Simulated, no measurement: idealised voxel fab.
Process module name: voxel released beams
The width of the displayed cross-section, cut, is 140 nm; its cells are square, with a size of 5 nm.
In this document a cross-section is written as a grid of square cells. It is given as a series of bands, listed from the top down, and a band is one or more rows of cells. The band entry comprises the height of the band's top followed by the height of its bottom, expressed in nm, and subsequently the band's materials from left to right, each stated together with its width in nm. Where a single material is marked with the word "edge to edge", that material fills the band from edge to edge. The word "blank" represents empty space. Note: height 0 marks the level under which the wafer is uniformly one material as received. Lowest band unbounded below, written "0..down". You'd read "30..40" like this: the band's top row of cells is as wide as the first number, its bottom row is as wide as the second, and going down, every row changes width by the same amount as the row before did. "no alterations made" after a step means that no cell of the cross-section changed. In the "Voids, sealed" entry, you get each enclosed empty space of 8 cells or more, one with no open way to the top, written width x height at distance, distance from the left edge, in nm. Formally, on a step line, whatever follows the settings is a remark that the simulator itself makes on the step. overlay nm, on a step with a mask: how far to the right of its planned place the mask lay; to the left if negative.
Process steps - plan
1,RECEIVE,material Si
2,CONFORMAL_DEP,material SiN,thk nm 10
3,DIRECTIONAL_DEP,material SiO2,thk nm 10
4,MASKED_ETCH,tone open,mask id ANCHOR,width nm 35,etch materials SiO2,depth nm 10,overlay nm 0
5,CONFORMAL_DEP,material polySi,thk nm 15
6,DIRECTIONAL_DEP,material aC,thk nm 15
7,PATTERN,tone cover,mask id BEAM,material resist,width nm 80,thk nm 35,overlay nm 0
8,DIRECTIONAL_ETCH,etch materials aC,depth nm 15
9,STRIP,etch materials resist
10,DIRECTIONAL_ETCH,etch materials polySi,depth nm 15
11,STRIP,etch materials aC
12,STRIP,etch materials SiO2
Of two wafers, the first: run according to plan
Wafer at receipt (post step 1), cross-section
- 0..down  Si edge to edge
- Voids, sealed: none
Upon completion of step 2, the wafer appears in cross-section as shown
- 10..0  SiN edge to edge
- Rest of section, below 0: as before.
Upon completion of step 3, the wafer appears in cross-section as shown
- 20..10  SiO2 edge to edge
- Rest of section, below 10: as before.
Upon completion of step 4, the wafer appears in cross-section as shown
- 20..10  SiO2: 30 / blank: 35 / SiO2: 75
- Rest of section, below 10: as before.
Upon completion of step 5, the wafer appears in cross-section as shown
- 35..25  polySi: 45 / blank: 5 / polySi: 90
- 25..20  polySi edge to edge
- 20..10  SiO2: 30 / polySi: 35 / SiO2: 75
- Rest of section, below 10: as before.
Upon completion of step 6, the wafer appears in cross-section as shown
- 50..40  aC: 45 / blank: 5 / aC: 90
- 40..35  aC edge to edge
- 35..25  polySi: 45 / aC: 5 / polySi: 90
- Rest of section, below 25: as before.
Upon completion of step 7, the wafer appears in cross-section as shown
- 85..50  blank: 25 / resist: 80 / blank: 35
- 50..40  aC: 45 / resist: 5 / aC: 90
- Rest of section, below 40: as before.
Upon completion of step 8, the wafer appears in cross-section as shown
- 70..50  blank: 25 / resist: 80 / blank: 35
- 50..40  blank: 25 / aC: 20 / resist: 5 / aC: 55 / blank: 35
- 40..35  blank: 25 / aC: 80 / blank: 35
- Rest of section, below 35: as before.
Upon completion of step 9, the wafer appears in cross-section as shown
- 50..40  blank: 25 / aC: 20 / blank: 5 / aC: 55 / blank: 35
- Rest of section, below 40: as before.
Upon completion of step 10, the wafer appears in cross-section as shown
- 50..40  blank: 25 / aC: 20 / blank: 5 / aC: 55 / blank: 35
- 40..35  blank: 25 / aC: 80 / blank: 35
- 35..25  blank: 25 / polySi: 20 / aC: 5 / polySi: 55 / blank: 35
- 25..20  blank: 25 / polySi: 80 / blank: 35
- Rest of section, below 20: as before.
Upon completion of step 11, the wafer appears in cross-section as shown
- 35..25  blank: 25 / polySi: 20 / blank: 5 / polySi: 55 / blank: 35
- Rest of section, below 25: as before.
Upon completion of step 12, the wafer appears in cross-section as shown
- 35..25  blank: 25 / polySi: 20 / blank: 5 / polySi: 55 / blank: 35
- 25..20  blank: 25 / polySi: 80 / blank: 35
- 20..10  blank: 30 / polySi: 35 / blank: 75
- Rest of section, below 10: as before.
It is to be noted that the second wafer proceeded from the same initial state and according to the same plan as the first, although one mistake was committed in its execution; through step 3, inclusive, the two wafers share an identical history
Cross-sectional representation of the second wafer at the time designated in the plan for the completion of step 4
- 20..10  blank: 30 / SiO2: 35 / blank: 75
- Rest of section, below 10: as before.
Cross-sectional representation of the second wafer at the time designated in the plan for the completion of step 5
- 35..25  blank: 15 / polySi: 65 / blank: 60
- 25..20  polySi edge to edge
- 20..10  polySi: 30 / SiO2: 35 / polySi: 75
- Rest of section, below 10: as before.
Cross-sectional representation of the second wafer at the time designated in the plan for the completion of step 6
- 50..40  blank: 15 / aC: 65 / blank: 60
- 40..35  aC edge to edge
- 35..25  aC: 15 / polySi: 65 / aC: 60
- Rest of section, below 25: as before.
Cross-sectional representation of the second wafer at the time designated in the plan for the completion of step 7
- 85..50  blank: 25 / resist: 80 / blank: 35
- 50..40  blank: 15 / aC: 65 / resist: 25 / blank: 35
- Rest of section, below 40: as before.
Cross-sectional representation of the second wafer at the time designated in the plan for the completion of step 8
- 70..50  blank: 25 / resist: 80 / blank: 35
- 50..40  blank: 25 / aC: 55 / resist: 25 / blank: 35
- 40..35  blank: 25 / aC: 80 / blank: 35
- 35..25  blank: 15 / polySi: 65 / aC: 25 / blank: 35
- Rest of section, below 25: as before.
Cross-sectional representation of the second wafer at the time designated in the plan for the completion of step 9
- 50..40  blank: 25 / aC: 55 / blank: 60
- Rest of section, below 40: as before.
Cross-sectional representation of the second wafer at the time designated in the plan for the completion of step 10
- 50..40  blank: 25 / aC: 55 / blank: 60
- 40..35  blank: 25 / aC: 80 / blank: 35
- 35..25  blank: 25 / polySi: 55 / aC: 25 / blank: 35
- 25..20  blank: 25 / polySi: 80 / blank: 35
- 20..10  blank: 15 / polySi: 15 / SiO2: 35 / polySi: 40 / blank: 35
- Rest of section, below 10: as before.
Cross-sectional representation of the second wafer at the time designated in the plan for the completion of step 11
- 35..25  blank: 25 / polySi: 55 / blank: 60
- Rest of section, below 25: as before.
Cross-sectional representation of the second wafer at the time designated in the plan for the completion of step 12: no alterations made
The plan and the run diverged here: not per plan at step 4, really ran MASKED_ETCH,tone cover,mask id ANCHOR,width nm 35,etch materials SiO2,depth nm 10,overlay nm 0
The second wafer ends with more or fewer cells of some materials than the first, per final count: SiO2: 14 more
